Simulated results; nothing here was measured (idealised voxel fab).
Process module under the name voxel air gaps
Cross-section cut spans 245 nm and uses square cells 5 nm in size.
Notation: cross-section as square-cell grid; stated in bands, top first, going down; one or more cell rows per band. The band entry comprises the height of the band's top followed by the height of its bottom, expressed in nm, and subsequently the band's materials from left to right, each stated together with its width in nm. Where a single material is marked with the word "all across", that material fills the band from edge to edge. The word "empty" represents empty space. Convention: height 0 is the level below which the wafer, as received, is all one material. The lowest band does not terminate at the bottom but continues downward, represented as "z 0 and below". Graded width ("30 to 40"): value in top row of band = first number; value in bottom row = second number; row-to-row change constant. "remained the same", as given for a step, is the statement that not any cell of the cross-section underwent a change during that step. Any empty space of 8 cells or more lacking an open way to the top shows up in "Unvented internal voids" as width x height at distance, distance from the left edge, in nm. Text after the settings on a step's line: the simulator's own remark on that step. The "overlay nm" setting may appear on a step's line; for a step that uses a mask, it gives how far to the right of its planned position the mask lay, and a negative value indicates the left.

Process steps - plan
1: RECEIVE (material Si)
2: CONFORMAL_DEP (material SiO2; thk nm 10)
3: CONFORMAL_DEP (material SiN; thk nm 5)
4: DIRECTIONAL_DEP (material SiO2; thk nm 35)
5: PATTERN (tone open; mask id LINES; material resist; width nm 20; pitch nm 50; thk nm 20; overlay nm 0)
6: DIRECTIONAL_ETCH (etch materials SiO2; depth nm 35)
7: STRIP (etch materials resist)
8: CONFORMAL_DEP (material TiN; thk nm 5)
9: FILL_DEP (material W; thk nm 10)
10: CMP (height nm 50)
11: EPI (material Ru; thk nm 10)
12: SELECTIVE_ETCH (etch materials SiO2; depth nm 45)
13: CONFORMAL_DEP (material SiN; thk nm 5)

First of two wafers, processed according to plan

Here's what the wafer looked like in cross-section when it arrived - that's after step 1
  z 0 and below = Si all across
  Unvented internal voids: none

Cross-sectional representation of the wafer at the conclusion of step 2
  z 10 to 0 = SiO2 all across
  Beneath the level 0, the cross-section is identical to its previous state.

Cross-sectional representation of the wafer at the conclusion of step 3
  z 15 to 10 = SiN all across
  Beneath the level 10, the cross-section is identical to its previous state.

Cross-sectional representation of the wafer at the conclusion of step 4
  z 50 to 15 = SiO2 all across
  Beneath the level 15, the cross-section is identical to its previous state.

Cross-sectional representation of the wafer at the conclusion of step 5
  z 70 to 50 = resist (60), empty (20), resist (30), empty (20), resist (30), empty (20), resist (65)
  Beneath the level 50, the cross-section is identical to its previous state.

Cross-sectional representation of the wafer at the conclusion of step 6
  z 70 to 50 = resist (60), empty (20), resist (30), empty (20), resist (30), empty (20), resist (65)
  z 50 to 15 = SiO2 (60), empty (20), SiO2 (30), empty (20), SiO2 (30), empty (20), SiO2 (65)
  Beneath the level 15, the cross-section is identical to its previous state.

Cross-sectional representation of the wafer at the conclusion of step 7
  z 50 to 15 = SiO2 (60), empty (20), SiO2 (30), empty (20), SiO2 (30), empty (20), SiO2 (65)
  Beneath the level 15, the cross-section is identical to its previous state.

Cross-sectional representation of the wafer at the conclusion of step 8
  z 55 to 50 = TiN (65), empty (10), TiN (40), empty (10), TiN (40), empty (10), TiN (70)
  z 50 to 20 = SiO2 (60), TiN (5), empty (10), TiN (5), SiO2 (30), TiN (5), empty (10), TiN (5), SiO2 (30), TiN (5), empty (10), TiN (5), SiO2 (65)
  z 20 to 15 = SiO2 (60), TiN (20), SiO2 (30), TiN (20), SiO2 (30), TiN (20), SiO2 (65)
  Beneath the level 15, the cross-section is identical to its previous state.

Cross-sectional representation of the wafer at the conclusion of step 9
  z 65 to 55 = W all across
  z 55 to 50 = TiN (65), W (10), TiN (40), W (10), TiN (40), W (10), TiN (70)
  z 50 to 20 = SiO2 (60), TiN (5), W (10), TiN (5), SiO2 (30), TiN (5), W (10), TiN (5), SiO2 (30), TiN (5), W (10), TiN (5), SiO2 (65)
  Beneath the level 20, the cross-section is identical to its previous state.

Cross-sectional representation of the wafer at the conclusion of step 10
  z 50 to 20 = SiO2 (60), TiN (5), W (10), TiN (5), SiO2 (30), TiN (5), W (10), TiN (5), SiO2 (30), TiN (5), W (10), TiN (5), SiO2 (65)
  Beneath the level 20, the cross-section is identical to its previous state.

Cross-sectional representation of the wafer at the conclusion of step 11
  z 60 to 50 = empty (50), Ru (40), empty (10), Ru (40), empty (10), Ru (40), empty (55)
  Beneath the level 50, the cross-section is identical to its previous state.

Cross-sectional representation of the wafer at the conclusion of step 12
  z 60 to 50 = empty (50), Ru (40), empty (10), Ru (40), empty (10), Ru (40), empty (55)
  z 50 to 20 = empty (60), TiN (5), W (10), TiN (5), empty (30), TiN (5), W (10), TiN (5), empty (30), TiN (5), W (10), TiN (5), empty (65)
  z 20 to 15 = empty (60), TiN (20), empty (30), TiN (20), empty (30), TiN (20), empty (65)
  Beneath the level 15, the cross-section is identical to its previous state.

Cross-sectional representation of the wafer at the conclusion of step 13
  z 65 to 60 = empty (45), SiN (150), empty (50)
  z 60 to 50 = empty (45), SiN (5), Ru (40), SiN (10), Ru (40), SiN (10), Ru (40), SiN (5), empty (50)
  z 50 to 45 = empty (45), SiN (15), TiN (5), W (10), TiN (5), SiN (30), TiN (5), W (10), TiN (5), SiN (30), TiN (5), W (10), TiN (5), SiN (15), empty (50)
  z 45 to 20 = empty (55), SiN (5), TiN (5), W (10), TiN (5), SiN (5), empty (20), SiN (5), TiN (5), W (10), TiN (5), SiN (5), empty (20), SiN (5), TiN (5), W (10), TiN (5), SiN (5), empty (60)
  z 20 to 15 = SiN (60), TiN (20), SiN (30), TiN (20), SiN (30), TiN (20), SiN (65)
  Beneath the level 15, the cross-section is identical to its previous state.
  Unvented internal voids: 20 x 25 at 85; 20 x 25 at 135

Second wafer, same starting state and plan as the first, one mistake in the run, identical through step 4

Second wafer, sectioned view, at step 5's planned end time
  z 70 to 50 = empty (60), resist (20), empty (30), resist (20), empty (30), resist (20), empty (65)
  Beneath the level 50, the cross-section is identical to its previous state.

Second wafer, sectioned view, at step 6's planned end time
  z 70 to 50 = empty (60), resist (20), empty (30), resist (20), empty (30), resist (20), empty (65)
  z 50 to 15 = empty (60), SiO2 (20), empty (30), SiO2 (20), empty (30), SiO2 (20), empty (65)
  Beneath the level 15, the cross-section is identical to its previous state.

Second wafer, sectioned view, at step 7's planned end time
  z 50 to 15 = empty (60), SiO2 (20), empty (30), SiO2 (20), empty (30), SiO2 (20), empty (65)
  Beneath the level 15, the cross-section is identical to its previous state.

Second wafer, sectioned view, at step 8's planned end time
  z 55 to 50 = empty (55), TiN (30), empty (20), TiN (30), empty (20), TiN (30), empty (60)
  z 50 to 20 = empty (55), TiN (5), SiO2 (20), TiN (5), empty (20), TiN (5), SiO2 (20), TiN (5), empty (20), TiN (5), SiO2 (20), TiN (5), empty (60)
  z 20 to 15 = TiN (60), SiO2 (20), TiN (30), SiO2 (20), TiN (30), SiO2 (20), TiN (65)
  Beneath the level 15, the cross-section is identical to its previous state.

Second wafer, sectioned view, at step 9's planned end time
  z 65 to 55 = W all across
  z 55 to 50 = W (55), TiN (30), W (20), TiN (30), W (20), TiN (30), W (60)
  z 50 to 20 = W (55), TiN (5), SiO2 (20), TiN (5), W (20), TiN (5), SiO2 (20), TiN (5), W (20), TiN (5), SiO2 (20), TiN (5), W (60)
  Beneath the level 20, the cross-section is identical to its previous state.

Second wafer, sectioned view, at step 10's planned end time
  z 50 to 20 = W (55), TiN (5), SiO2 (20), TiN (5), W (20), TiN (5), SiO2 (20), TiN (5), W (20), TiN (5), SiO2 (20), TiN (5), W (60)
  Beneath the level 20, the cross-section is identical to its previous state.

Second wafer, sectioned view, at step 11's planned end time
  z 60 to 50 = Ru all across
  Beneath the level 50, the cross-section is identical to its previous state.

Second wafer, sectioned view, at step 12's planned end time: remained the same

Second wafer, sectioned view, at step 13's planned end time
  z 65 to 60 = SiN all across
  Beneath the level 60, the cross-section is identical to its previous state.
Misprocessing identified: step 5, actual vs plan mismatch, actual run PATTERN (tone cover; mask id LINES; material resist; width nm 20; pitch nm 50; thk nm 20; overlay nm 0)
Upon completion, the second wafer contains, in terms of cells, a greater or smaller amount of certain materials than the first wafer: Ru: 50 more; SiN: 78 fewer; SiO2: 84 more; TiN: 25 more; W: 150 more
Final observation: first wafer, 2 closed voids; second wafer, 0 closed voids.
